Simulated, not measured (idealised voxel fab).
This is a process module. Its name is voxel released beams.
Cross-section cut: width 300 nm, square cells of 5 nm.
If you're reading a cross-section in this doc, picture square cells in a grid; it comes to you as bands, top ones listed first down to the bottom, and a band can be one or more rows of cells. Heights first: top, then bottom, in nm. Then materials, left to right, each with a width in nm. "all across" on a single material: fills the band edge to edge. "blank": empty space. Counting heights begins at 0, where everything beneath is, in the wafer as received, one material. The lowest band has no bottom; it goes on downwards, as "from 0 down" shows. The expression "30 to 40" gives the width at the extremes of the band, the first number at its top row of cells and the second at its bottom row, with the width changing by equal amounts from each row to the next in between. The designation "changes: none", where it is given for a processing step, indicates that no cell of the cross-section was altered in the course of that step. "Closed void register" lists enclosed empty spaces (at least 8 cells, no open path upward to the top), each as width x height at distance from the left edge, in nm. Where a step's line continues beyond its settings, the continuation is a remark by the simulator itself on that step. overlay nm: for a step with a mask, the amount by which the mask lay right of where it was planned; a negative amount means left of it.

**These are the steps we planned for the process**
step 1: RECEIVE: material Si
step 2: CONFORMAL_DEP: material SiN, thk nm 10
step 3: DIRECTIONAL_DEP: material SiO2, thk nm 20
step 4: MASKED_ETCH: tone open, mask id ANCHOR, width nm 40, etch materials SiO2, depth nm 20, overlay nm 0
step 5: CONFORMAL_DEP: material W, thk nm 15
step 6: DIRECTIONAL_DEP: material aC, thk nm 15
step 7: PATTERN: tone cover, mask id BEAM, material resist, width nm 100, thk nm 30, overlay nm 0
step 8: DIRECTIONAL_ETCH: etch materials aC, depth nm 15
step 9: STRIP: etch materials resist
step 10: DIRECTIONAL_ETCH: etch materials W, depth nm 15
step 11: STRIP: etch materials aC
step 12: STRIP: etch materials SiO2

**As-received state of the wafer in cross-section, equivalent to post-step 1**
- from 0 down | Si all across
- Closed void register: none

**Result of the module, cross-sectioned: start per above, plan per above, one error in how it was run**
- from 45 to 30 | 100 of blank; 15 of W; 10 of blank; 75 of W; 100 of blank
- from 30 to 25 | 100 of blank; 15 of W; 10 of blank; 15 of W; 160 of blank
- from 25 to 10 | 100 of blank; 40 of W; 160 of blank
- from 10 to 0 | SiN all across
- from 0 down | Si all across
- Closed void register: none
It is concluded that the wafer was processed incorrectly with respect to the plan, in that step 7 ran as: PATTERN: tone cover, mask id BEAM, material resist, width nm 100, thk nm 30, overlay nm 5
